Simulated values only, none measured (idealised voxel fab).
The name of this process module is voxel capacitor over wiring.
Cross-sectional view cut (width: 260 nm; square cell size: 5 nm).
Heads up, the way a cross-section reads in here is a grid of square cells, handed over as bands from the top down, with every band being one or more rows of cells. Each band's line starts with the height of the band's top and of its bottom, in nm. Then come its materials from left to right, each with its width in nm. One material with "all across" fills the band from edge to edge. "air" is empty space. All heights in this document are referenced to 0, defined as the level beneath which the wafer, as received, consists entirely of one material. The lowest band is not bounded below; it extends indefinitely downward and is written in the form "0 and below". Note: "30..40" means the width goes from the first number (top row of the band) to the second number (bottom row) in equal steps per row of cells. "nothing different" (step): cross-section cells unchanged, all of them. Enclosed voids (no open way to top), threshold 8 cells or more, entry "Closed internal voids", notation width x height at distance, distance from left edge, nm. Step line, after settings: the simulator's comment on this step. The line of a step may include "overlay nm". On a step with a mask, this value is how far to the right of its planned place the mask lay. A negative value means the mask lay to the left.

Planned step list for the process:
1. op RECEIVE | material Si
2. op CONFORMAL_DEP | material SiO2 | thk nm 15
3. op DIRECTIONAL_DEP | material TiN | thk nm 5
4. op DIRECTIONAL_DEP | material W | thk nm 25
5. op DIRECTIONAL_DEP | material aC | thk nm 10
6. op PATTERN | tone cover | mask id METAL_1 | material resist | width nm 20 | pitch nm 85 | thk nm 25 | overlay nm 0
7. op DIRECTIONAL_ETCH | etch materials aC | depth nm 10
8. op STRIP | etch materials resist
9. op DIRECTIONAL_ETCH | etch materials W | depth nm 25
10. op DIRECTIONAL_ETCH | etch materials TiN | depth nm 5
11. op STRIP | etch materials aC
12. op CONFORMAL_DEP | material SiN | thk nm 5
13. op FILL_DEP | material SiO2 | thk nm 5
14. op CMP | height nm 45
15. op CONFORMAL_DEP | material SiCN | thk nm 5
16. op DIRECTIONAL_DEP | material lowk | thk nm 10
17. op MASKED_ETCH | tone open | mask id PLUG_1 | width nm 15 | etch materials lowk | depth nm 10 | overlay nm 0
18. op MASKED_ETCH | tone open | mask id PLUG_1 | width nm 15 | etch materials SiCN | depth nm 5 | overlay nm 0
19. op CONFORMAL_DEP | material TiN | thk nm 5
20. op FILL_DEP | material Cu | thk nm 10
21. op CMP | height nm 60
22. op DIRECTIONAL_DEP | material TiN | thk nm 10
23. op DIRECTIONAL_DEP | material HfO2 | thk nm 5
24. op DIRECTIONAL_DEP | material TiN | thk nm 5
25. op DIRECTIONAL_DEP | material aC | thk nm 15
26. op PATTERN | tone cover | mask id UPPER_PLATE | material resist | width nm 70 | thk nm 35 | overlay nm 0
27. op DIRECTIONAL_ETCH | etch materials aC | depth nm 15
28. op STRIP | etch materials resist
29. op DIRECTIONAL_ETCH | etch materials TiN | depth nm 5
30. op DIRECTIONAL_ETCH | etch materials HfO2 | depth nm 5
31. op STRIP | etch materials aC
32. op MASKED_ETCH | tone cover | mask id LOWER_PLATE | width nm 80 | etch materials TiN | depth nm 10 | overlay nm 0
33. op FILL_DEP | material SiO2 | thk nm 20
34. op CMP | height nm 95
35. op PATTERN | tone open | mask id PLUG_2 | material resist | width nm 15 | thk nm 15 | overlay nm 0
36. op DIRECTIONAL_ETCH | etch materials SiO2 | depth nm 15
37. op STRIP | etch materials resist
38. op CONFORMAL_DEP | material TiN | thk nm 5
39. op FILL_DEP | material Cu | thk nm 5
40. op CMP | height nm 95
41. op CONFORMAL_DEP | material SiN | thk nm 5

Cross-section of the wafer at receipt, which is the condition after step 1:
> 0 and below: Si all across
> Closed internal voids: none

End-of-module XS, first of two wafers, run as planned:
> 100 down to 95: SiN all across
> 95 down to 85: SiO2 90 nm, then TiN 5 nm, then Cu 5 nm, then TiN 5 nm, then SiO2 155 nm
> 85 down to 75: SiO2 90..80 nm, then TiN 15..70 nm, then SiO2 155..110 nm
> 75 down to 70: SiO2 80 nm, then HfO2 70 nm, then SiO2 110 nm
> 70 down to 60: SiO2 75 nm, then TiN 80 nm, then SiO2 105 nm
> 60 down to 50: lowk 80 nm, then TiN 5 nm, then Cu 5 nm, then TiN 5 nm, then lowk 165 nm
> 50 down to 45: SiCN 80 nm, then TiN 15 nm, then SiCN 165 nm
> 45 down to 20: SiO2 70 nm, then SiN 5 nm, then W 20 nm, then SiN 5 nm, then SiO2 55 nm, then SiN 5 nm, then W 20 nm, then SiN 5 nm, then SiO2 75 nm
> 20 down to 15: SiN 75 nm, then TiN 20 nm, then SiN 65 nm, then TiN 20 nm, then SiN 80 nm
> 15 down to 0: SiO2 all across
> 0 and below: Si all across
> Closed internal voids: none

Cross-section, second wafer: same start as the first, same plan as the first, one mistake in running it; taken at the end of the module:
> 110 down to 95: SiN all across
> 95 down to 85: SiO2 90 nm, then TiN 5 nm, then Cu 5 nm, then TiN 5 nm, then SiO2 155 nm
> 85 down to 75: SiO2 90..80 nm, then TiN 15..70 nm, then SiO2 155..110 nm
> 75 down to 70: SiO2 80 nm, then HfO2 70 nm, then SiO2 110 nm
> 70 down to 60: SiO2 75 nm, then TiN 80 nm, then SiO2 105 nm
> 60 down to 50: lowk 80 nm, then TiN 5 nm, then Cu 5 nm, then TiN 5 nm, then lowk 165 nm
> 50 down to 45: SiCN 80 nm, then TiN 15 nm, then SiCN 165 nm
> 45 down to 20: SiO2 70 nm, then SiN 5 nm, then W 20 nm, then SiN 5 nm, then SiO2 55 nm, then SiN 5 nm, then W 20 nm, then SiN 5 nm, then SiO2 75 nm
> 20 down to 15: SiN 75 nm, then TiN 20 nm, then SiN 65 nm, then TiN 20 nm, then SiN 80 nm
> 15 down to 0: SiO2 all across
> 0 and below: Si all across
> Closed internal voids: none
What went wrong in running the wafer? step 41 ran as: op CONFORMAL_DEP | material SiN | thk nm 15
Counted in cells at the end, the second wafer holds more or fewer of these materials than the first: 104 more of SiN
